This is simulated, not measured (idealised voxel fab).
process module | voxel self aligned contacts
cross-section cut | 230 nm wide | cells 5 nm
A cross-section is a grid of square cells, given in bands from the top down. A band is one or more rows of cells.
Each band's line starts with the height of the band's top and of its bottom, in nm. Then come its materials from left to right, each with its width in nm. One material with "throughout" fills the band from edge to edge. "air" is empty space.
Height 0 is the level under which the wafer as received is all one material. The lowest band goes on downwards, as in "0 down".
A width such as "30 to 40" changes by the same amount from each row of cells to the next, from the band's top row to its bottom row.
"no change" after a step means that no cell of the cross-section changed.
closed voids: empty space of 8 cells or more with no open way to the top, each as width x height at its distance from the left edge, in nm
after a step's settings: what the simulator itself notes on the step
overlay nm, on a step with a mask: how far to the right of its planned place the mask lay; to the left if negative
plan
1 op RECEIVE | material Si
2 op CONFORMAL_DEP | material SiO2 | thk nm 5
3 op DIRECTIONAL_DEP | material polySi | thk nm 25
4 op DIRECTIONAL_DEP | material SiN | thk nm 20
5 op DIRECTIONAL_DEP | material aC | thk nm 15
6 op PATTERN | tone cover | mask id GATE | material resist | width nm 30 | pitch nm 55 | thk nm 30 | overlay nm 0
7 op DIRECTIONAL_ETCH | etch materials aC | depth nm 15
8 op STRIP | etch materials resist
9 op DIRECTIONAL_ETCH | etch materials SiN | depth nm 20
10 op DIRECTIONAL_ETCH | etch materials polySi | depth nm 25
11 op STRIP | etch materials aC
12 op CONFORMAL_DEP | material SiN | thk nm 5
13 op DIRECTIONAL_ETCH | etch materials SiN | depth nm 5
14 op FILL_DEP | material SiO2 | thk nm 15
15 op CMP | height nm 60
16 op DIRECTIONAL_DEP | material aC | thk nm 15
17 op PATTERN | tone open | mask id CONTACT | material resist | width nm 35 | thk nm 35 | overlay nm 0
18 op DIRECTIONAL_ETCH | etch materials aC | depth nm 15
19 op STRIP | etch materials resist
20 op DIRECTIONAL_ETCH | etch materials SiO2 | depth nm 60
21 op STRIP | etch materials aC
22 op CONFORMAL_DEP | material TiN | thk nm 5
23 op FILL_DEP | material W | thk nm 5
24 op CMP | height nm 60
25 op CONFORMAL_DEP | material SiN | thk nm 5
first wafer, as planned
as received, after step 1
  0 down: Si throughout
  closed voids: none
after step 2
  5 to 0: SiO2 throughout
  below 0: unchanged
after step 3
  30 to 5: polySi throughout
  below 5: unchanged
after step 4
  50 to 30: SiN throughout
  below 30: unchanged
after step 5
  65 to 50: aC throughout
  below 50: unchanged
after step 6
  95 to 65: air 70 | resist 30 | air 25 | resist 30 | air 75
  below 65: unchanged
after step 7
  80 to 65: air 70 | resist 30 | air 25 | resist 30 | air 75
  65 to 50: air 70 | aC 30 | air 25 | aC 30 | air 75
  below 50: unchanged
after step 8
  65 to 50: air 70 | aC 30 | air 25 | aC 30 | air 75
  below 50: unchanged
after step 9
  65 to 50: air 70 | aC 30 | air 25 | aC 30 | air 75
  50 to 30: air 70 | SiN 30 | air 25 | SiN 30 | air 75
  below 30: unchanged
after step 10
  65 to 50: air 70 | aC 30 | air 25 | aC 30 | air 75
  50 to 30: air 70 | SiN 30 | air 25 | SiN 30 | air 75
  30 to 5: air 70 | polySi 30 | air 25 | polySi 30 | air 75
  below 5: unchanged
after step 11
  50 to 30: air 70 | SiN 30 | air 25 | SiN 30 | air 75
  below 30: unchanged
after step 12
  55 to 30: air 65 | SiN 40 | air 15 | SiN 40 | air 70
  30 to 10: air 65 | SiN 5 | polySi 30 | SiN 5 | air 15 | SiN 5 | polySi 30 | SiN 5 | air 70
  10 to 5: SiN 70 | polySi 30 | SiN 25 | polySi 30 | SiN 75
  below 5: unchanged
after step 13
  50 to 30: air 65 | SiN 40 | air 15 | SiN 40 | air 70
  30 to 5: air 65 | SiN 5 | polySi 30 | SiN 5 | air 15 | SiN 5 | polySi 30 | SiN 5 | air 70
  below 5: unchanged
after step 14
  65 to 50: SiO2 throughout
  50 to 30: SiO2 65 | SiN 40 | SiO2 15 | SiN 40 | SiO2 70
  30 to 5: SiO2 65 | SiN 5 | polySi 30 | SiN 5 | SiO2 15 | SiN 5 | polySi 30 | SiN 5 | SiO2 70
  below 5: unchanged
after step 15
  60 to 50: SiO2 throughout
  below 50: unchanged
after step 16
  75 to 60: aC throughout
  below 60: unchanged
after step 17
  110 to 75: resist 95 | air 35 | resist 100
  below 75: unchanged
after step 18
  95 to 75: resist 95 | air 35 | resist 100
  75 to 60: aC 95 | air 35 | aC 100
  below 60: unchanged
after step 19
  75 to 60: aC 95 | air 35 | aC 100
  below 60: unchanged
after step 20
  75 to 60: aC 95 | air 35 | aC 100
  60 to 50: SiO2 95 | air 35 | SiO2 100
  50 to 30: SiO2 65 | SiN 40 | air 15 | SiN 40 | SiO2 70
  30 to 5: SiO2 65 | SiN 5 | polySi 30 | SiN 5 | air 15 | SiN 5 | polySi 30 | SiN 5 | SiO2 70
  5 to 0: SiO2 105 | air 15 | SiO2 110
  below 0: unchanged
after step 21
  60 to 50: SiO2 95 | air 35 | SiO2 100
  below 50: unchanged
after step 22
  65 to 60: TiN 100 | air 25 | TiN 105
  60 to 50: SiO2 95 | TiN 5 to 15 | air 25 to 5 | TiN 5 to 15 | SiO2 100
  50 to 30: SiO2 65 | SiN 40 | TiN 5 | air 5 | TiN 5 | SiN 40 | SiO2 70
  30 to 5: SiO2 65 | SiN 5 | polySi 30 | SiN 5 | TiN 5 | air 5 | TiN 5 | SiN 5 | polySi 30 | SiN 5 | SiO2 70
  5 to 0: SiO2 105 | TiN 15 | SiO2 110
  below 0: unchanged
after step 23
  70 to 65: W throughout
  65 to 60: TiN 100 | W 25 | TiN 105
  60 to 50: SiO2 95 | TiN 5 to 15 | W 25 to 5 | TiN 5 to 15 | SiO2 100
  50 to 30: SiO2 65 | SiN 40 | TiN 5 | W 5 | TiN 5 | SiN 40 | SiO2 70
  30 to 5: SiO2 65 | SiN 5 | polySi 30 | SiN 5 | TiN 5 | W 5 | TiN 5 | SiN 5 | polySi 30 | SiN 5 | SiO2 70
  below 5: unchanged
after step 24
  60 to 50: SiO2 95 | TiN 5 to 15 | W 25 to 5 | TiN 5 to 15 | SiO2 100
  below 50: unchanged
after step 25
  65 to 60: SiN throughout
  below 60: unchanged
second wafer: like start, like plan, one mistake. Through step 16 it matches the first wafer
when step 17 should have ended
  110 to 75: air 95 | resist 35 | air 100
  below 75: unchanged
when step 18 should have ended
  95 to 75: air 95 | resist 35 | air 100
  75 to 60: air 95 | aC 35 | air 100
  below 60: unchanged
when step 19 should have ended
  75 to 60: air 95 | aC 35 | air 100
  below 60: unchanged
when step 20 should have ended
  75 to 60: air 95 | aC 35 | air 100
  60 to 50: air 95 | SiO2 35 | air 100
  50 to 30: air 65 | SiN 40 | SiO2 15 | SiN 40 | air 70
  30 to 5: air 65 | SiN 5 | polySi 30 | SiN 5 | SiO2 15 | SiN 5 | polySi 30 | SiN 5 | air 70
  5 to 0: air 65 | SiO2 95 | air 70
  below 0: unchanged
when step 21 should have ended
  60 to 50: air 95 | SiO2 35 | air 100
  below 50: unchanged
when step 22 should have ended
  65 to 60: air 90 | TiN 45 | air 95
  60 to 50: air 90 to 60 | TiN 5 to 35 | SiO2 35 | TiN 5 to 35 | air 95 to 65
  50 to 30: air 60 | TiN 5 | SiN 40 | SiO2 15 | SiN 40 | TiN 5 | air 65
  30 to 5: air 60 | TiN 5 | SiN 5 | polySi 30 | SiN 5 | SiO2 15 | SiN 5 | polySi 30 | SiN 5 | TiN 5 | air 65
  5 to 0: TiN 65 | SiO2 95 | TiN 70
  below 0: unchanged
when step 23 should have ended
  70 to 65: W throughout
  65 to 60: W 90 | TiN 45 | W 95
  60 to 50: W 90 to 60 | TiN 5 to 35 | SiO2 35 | TiN 5 to 35 | W 95 to 65
  50 to 30: W 60 | TiN 5 | SiN 40 | SiO2 15 | SiN 40 | TiN 5 | W 65
  30 to 5: W 60 | TiN 5 | SiN 5 | polySi 30 | SiN 5 | SiO2 15 | SiN 5 | polySi 30 | SiN 5 | TiN 5 | W 65
  below 5: unchanged
when step 24 should have ended
  60 to 50: W 90 to 60 | TiN 5 to 35 | SiO2 35 | TiN 5 to 35 | W 95 to 65
  below 50: unchanged
when step 25 should have ended
  65 to 60: SiN throughout
  below 60: unchanged
what went wrong: step 17 ran as: op PATTERN | tone cover | mask id CONTACT | material resist | width nm 35 | thk nm 35 | overlay nm 0
at the end the second wafer has, in cells: 304 fewer of SiO2 | 32 more of TiN | 272 more of W
